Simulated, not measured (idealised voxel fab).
The process module presented herein is designated voxel capacitor over wiring.
Displayed cross-section: cut, width of 265 nm, square cells sized 5 nm.
If you're reading a cross-section in this doc, picture square cells in a grid; it comes to you as bands, top ones listed first down to the bottom, and a band can be one or more rows of cells.
Basically the band line says how high the top is and how high the bottom is, in nm, and then what's in it from left to right, every material with its width in nm. Empty space shows up as "blank", and if a single material carries "everywhere" it runs the full band edge to edge.
The level at which height equals 0 is the one under which the wafer, as it arrives, is entirely one material. No lower edge exists for the bottom band, which continues downward and is notated as in "from 0 down".
Width "30->40": first value at the band's top row of cells, second value at its bottom row, equal change from row to row.
The cross-section has no changed cell in any step marked "nothing was modified".
Empty spaces without an open route to the top, at least 8 cells in extent, make up the entry "Catalogued sealed voids"; each is given as width x height at distance, where the distance is measured from the left edge, and all are in nm.
If you see something after the settings on a step's line, that's the simulator's own remark about that step.
Steps that use a mask can have "overlay nm" on their line. It says how far the mask sat to the right of where it was meant to be. Negative means to the left.
# Planned process steps
1: op RECEIVE | material Si
2: op CONFORMAL_DEP | material SiO2 | thk nm 15
3: op CONFORMAL_DEP | material SiN | thk nm 5
4: op DIRECTIONAL_DEP | material SiO2 | thk nm 25
5: op MASKED_ETCH | tone open | mask id METAL_1 | width nm 30 | pitch nm 90 | etch materials SiO2 | depth nm 25 | overlay nm 0
6: op MASKED_ETCH | tone open | mask id METAL_1 | width nm 30 | pitch nm 90 | etch materials SiN | depth nm 5 | overlay nm 0
7: op CONFORMAL_DEP | material TiN | thk nm 5
8: op FILL_DEP | material Cu | thk nm 10
9: op CMP | height nm 45
10: op CONFORMAL_DEP | material SiCN | thk nm 5
11: op DIRECTIONAL_DEP | material SiO2 | thk nm 15
12: op PATTERN | tone open | mask id PLUG_1 | material resist | width nm 15 | thk nm 15 | overlay nm 0
13: op DIRECTIONAL_ETCH | etch materials SiO2 | depth nm 15
14: op DIRECTIONAL_ETCH | etch materials SiCN | depth nm 5
15: op STRIP | etch materials resist
16: op EPI | material Ru | thk nm 10
17: op EPI | material Ru | thk nm 10
18: op DIRECTIONAL_DEP | material TiN | thk nm 5
19: op DIRECTIONAL_DEP | material HfO2 | thk nm 5
20: op DIRECTIONAL_DEP | material TiN | thk nm 10
21: op PATTERN | tone cover | mask id UPPER_PLATE | material resist | width nm 65 | thk nm 15 | overlay nm 0
22: op DIRECTIONAL_ETCH | etch materials TiN | depth nm 10
23: op DIRECTIONAL_ETCH | etch materials HfO2 | depth nm 5
24: op STRIP | etch materials resist
25: op PATTERN | tone cover | mask id LOWER_PLATE | material resist | width nm 75 | thk nm 15 | overlay nm 0
26: op DIRECTIONAL_ETCH | etch materials TiN | depth nm 5
27: op STRIP | etch materials resist
28: op FILL_DEP | material SiO2 | thk nm 15
29: op CMP | height nm 95
30: op PATTERN | tone open | mask id PLUG_2 | material resist | width nm 15 | thk nm 20 | overlay nm 0
31: op DIRECTIONAL_ETCH | etch materials SiO2 | depth nm 10
32: op STRIP | etch materials resist
33: op CONFORMAL_DEP | material TiN | thk nm 5
34: op FILL_DEP | material Cu | thk nm 10
35: op CMP | height nm 95
36: op CONFORMAL_DEP | material SiN | thk nm 5
# Step 1 complete: cross-section of the wafer as received
    from 0 down: Si everywhere
    Catalogued sealed voids: none
# Post-module cross-section of the first of two wafers (run per plan)
    from 100 to 95: SiN everywhere
    from 95 to 90: 95 SiO2 / 5 TiN / 5 Cu / 5 TiN / 155 SiO2
    from 90 to 85: 95 SiO2 / 15 TiN / 155 SiO2
    from 85 to 75: 85 SiO2 / 65 TiN / 115 SiO2
    from 75 to 70: 85 SiO2 / 65 HfO2 / 115 SiO2
    from 70 to 65: 80 SiO2 / 75 TiN / 110 SiO2
    from 65 to 50: 85 SiO2 / 15 Ru / 165 SiO2
    from 50 to 45: 85 SiCN / 15 Ru / 165 SiCN
    from 45 to 20: 70 SiO2 / 5 TiN / 20 Cu / 5 TiN / 60 SiO2 / 5 TiN / 20 Cu / 5 TiN / 75 SiO2
    from 20 to 15: 70 SiN / 30 TiN / 60 SiN / 30 TiN / 75 SiN
    from 15 to 0: SiO2 everywhere
    from 0 down: Si everywhere
    Catalogued sealed voids: none
# Second wafer of the two, sectioned at the end of the module. It began like the first and followed the same plan, but one mistake was made while running it
    from 100 to 95: SiN everywhere
    from 95 to 90: 95 SiO2 / 5 TiN / 5 Cu / 5 TiN / 155 SiO2
    from 90 to 85: 95 SiO2 / 15 TiN / 155 SiO2
    from 85 to 75: 85 SiO2 / 65 TiN / 115 SiO2
    from 75 to 70: 85 SiO2 / 65 HfO2 / 115 SiO2
    from 70 to 65: 80 SiO2 / 75 TiN / 110 SiO2
    from 65 to 50: 85 SiO2 / 15 Ru / 165 SiO2
    from 50 to 45: 85 SiCN / 15 Ru / 165 SiCN
    from 45 to 25: 70 SiO2 / 5 TiN / 20 Cu / 5 TiN / 60 SiO2 / 5 TiN / 20 Cu / 5 TiN / 75 SiO2
    from 25 to 20: 70 SiO2 / 10 TiN / 10 Cu / 10 TiN / 60 SiO2 / 10 TiN / 10 Cu / 10 TiN / 75 SiO2
    from 20 to 15: 75 SiN / 20 TiN / 70 SiN / 20 TiN / 80 SiN
    from 15 to 0: SiO2 everywhere
    from 0 down: Si everywhere
    Catalogued sealed voids: none
The plan and the run diverged here: step 6 was processed under conditions differing from the plan, specifically as op MASKED_ETCH | tone open | mask id METAL_1 | width nm 20 | pitch nm 90 | etch materials SiN | depth nm 5 | overlay nm 0
Count the cells at the end and the second wafer has more or fewer of some materials than the first: -4 Cu, +4 SiN
